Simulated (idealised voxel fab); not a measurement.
Presented below is a process module, voxel released beams.
cross-section cut | 205 nm wide | cells 5 nm
Cross-section, as written here: a square-cell grid given band by band from the top down, where a band holds one or more rows of cells.
For a band, the entry starts with two heights in nm, that of the top and then that of the bottom, and carries on with the band's materials in order from left to right, each alongside its width in nm; the word "all across" beside a single material means it fills the band edge to edge, and "empty" means empty space.
Heights are expressed relative to 0, this being the level below which the as-received wafer comprises one material exclusively. The lowest band is unbounded in the downward direction and is denoted as in "top 0, no bottom".
You'd read "30 to 40" like this: the band's top row of cells is as wide as the first number, its bottom row is as wide as the second, and going down, every row changes width by the same amount as the row before did.
Basically "nothing different" means that step didn't change any cell in the cross-section.
Reported under the label "Non-vented voids" are the empty spaces having no open way to the top and comprising 8 cells or more; the notation for each is width x height at distance, in which the distance is measured from the left edge and all three values are in nm.
Step line, after settings: the simulator's comment on this step.
overlay nm: mask right of planned place by this much (step with mask). Neg. = left.
# So here's the lineup of process steps we planned
1. RECEIVE (material Si)
2. CONFORMAL_DEP (material SiN; thk nm 10)
3. DIRECTIONAL_DEP (material SiO2; thk nm 15)
4. DIRECTIONAL_DEP (material aC; thk nm 10)
5. PATTERN (tone open; mask id ANCHOR; material resist; width nm 35; thk nm 25; overlay nm 0)
6. DIRECTIONAL_ETCH (etch materials aC; depth nm 10)
7. STRIP (etch materials resist)
8. DIRECTIONAL_ETCH (etch materials SiO2; depth nm 15)
9. STRIP (etch materials aC)
10. CONFORMAL_DEP (material TiN; thk nm 15)
11. MASKED_ETCH (tone cover; mask id BEAM; width nm 80; etch materials TiN; depth nm 15; overlay nm 0)
12. STRIP (etch materials SiO2)
# First wafer out of two, processed as planned
# Incoming wafer, cross-sectional view, post step 1
  top 0, no bottom = Si all across
  Non-vented voids: none
# The following cross-section depicts the wafer upon completion of step 2
  top 10, bottom 0 = SiN all across
  Everything under 0 stays put, no change at all.
# The following cross-section depicts the wafer upon completion of step 3
  top 25, bottom 10 = SiO2 all across
  Everything under 10 stays put, no change at all.
# The following cross-section depicts the wafer upon completion of step 4
  top 35, bottom 25 = aC all across
  Everything under 25 stays put, no change at all.
# The following cross-section depicts the wafer upon completion of step 5
  top 60, bottom 35 = 65 of resist / 35 of empty / 105 of resist
  Everything under 35 stays put, no change at all.
# The following cross-section depicts the wafer upon completion of step 6
  top 50, bottom 35 = 65 of resist / 35 of empty / 105 of resist
  top 35, bottom 25 = 65 of aC / 35 of empty / 105 of aC
  Everything under 25 stays put, no change at all.
# The following cross-section depicts the wafer upon completion of step 7
  top 35, bottom 25 = 65 of aC / 35 of empty / 105 of aC
  Everything under 25 stays put, no change at all.
# The following cross-section depicts the wafer upon completion of step 8
  top 35, bottom 25 = 65 of aC / 35 of empty / 105 of aC
  top 25, bottom 10 = 65 of SiO2 / 35 of empty / 105 of SiO2
  Everything under 10 stays put, no change at all.
# The following cross-section depicts the wafer upon completion of step 9
  top 25, bottom 10 = 65 of SiO2 / 35 of empty / 105 of SiO2
  Everything under 10 stays put, no change at all.
# The following cross-section depicts the wafer upon completion of step 10
  top 40, bottom 25 = 80 of TiN / 5 of empty / 120 of TiN
  top 25, bottom 10 = 65 of SiO2 / 35 of TiN / 105 of SiO2
  Everything under 10 stays put, no change at all.
# The following cross-section depicts the wafer upon completion of step 11
  top 40, bottom 25 = 60 of empty / 20 of TiN / 5 of empty / 55 of TiN / 65 of empty
  Everything under 25 stays put, no change at all.
# The following cross-section depicts the wafer upon completion of step 12
  top 40, bottom 25 = 60 of empty / 20 of TiN / 5 of empty / 55 of TiN / 65 of empty
  top 25, bottom 10 = 65 of empty / 35 of TiN / 105 of empty
  Everything under 10 stays put, no change at all.
# Companion wafer, the second of two: same beginning, same intended sequence, one mistake in carrying it out; through step 1 inclusive it tracks the first exactly
The second wafer cut through, at the time step 2 was supposed to be finished: nothing different
# The second wafer cut through, at the time step 3 was supposed to be finished
  top 15, bottom 0 = SiO2 all across
  Everything under 0 stays put, no change at all.
# The second wafer cut through, at the time step 4 was supposed to be finished
  top 25, bottom 15 = aC all across
  Everything under 15 stays put, no change at all.
# The second wafer cut through, at the time step 5 was supposed to be finished
  top 50, bottom 25 = 65 of resist / 35 of empty / 105 of resist
  Everything under 25 stays put, no change at all.
# The second wafer cut through, at the time step 6 was supposed to be finished
  top 40, bottom 25 = 65 of resist / 35 of empty / 105 of resist
  top 25, bottom 15 = 65 of aC / 35 of empty / 105 of aC
  Everything under 15 stays put, no change at all.
# The second wafer cut through, at the time step 7 was supposed to be finished
  top 25, bottom 15 = 65 of aC / 35 of empty / 105 of aC
  Everything under 15 stays put, no change at all.
# The second wafer cut through, at the time step 8 was supposed to be finished
  top 25, bottom 15 = 65 of aC / 35 of empty / 105 of aC
  top 15, bottom 0 = 65 of SiO2 / 35 of empty / 105 of SiO2
  Everything under 0 stays put, no change at all.
# The second wafer cut through, at the time step 9 was supposed to be finished
  top 15, bottom 0 = 65 of SiO2 / 35 of empty / 105 of SiO2
  Everything under 0 stays put, no change at all.
# The second wafer cut through, at the time step 10 was supposed to be finished
  top 30, bottom 15 = 80 of TiN / 5 of empty / 120 of TiN
  top 15, bottom 0 = 65 of SiO2 / 35 of TiN / 105 of SiO2
  Everything under 0 stays put, no change at all.
# The second wafer cut through, at the time step 11 was supposed to be finished
  top 30, bottom 15 = 60 of empty / 20 of TiN / 5 of empty / 55 of TiN / 65 of empty
  Everything under 15 stays put, no change at all.
# The second wafer cut through, at the time step 12 was supposed to be finished
  top 30, bottom 15 = 60 of empty / 20 of TiN / 5 of empty / 55 of TiN / 65 of empty
  top 15, bottom 0 = 65 of empty / 35 of TiN / 105 of empty
  Everything under 0 stays put, no change at all.
Nonconformance to the process plan: plan step 2 was not performed, having been skipped
Final wafer comparison in cells, second versus first, more or fewer per material: 82 fewer of SiN
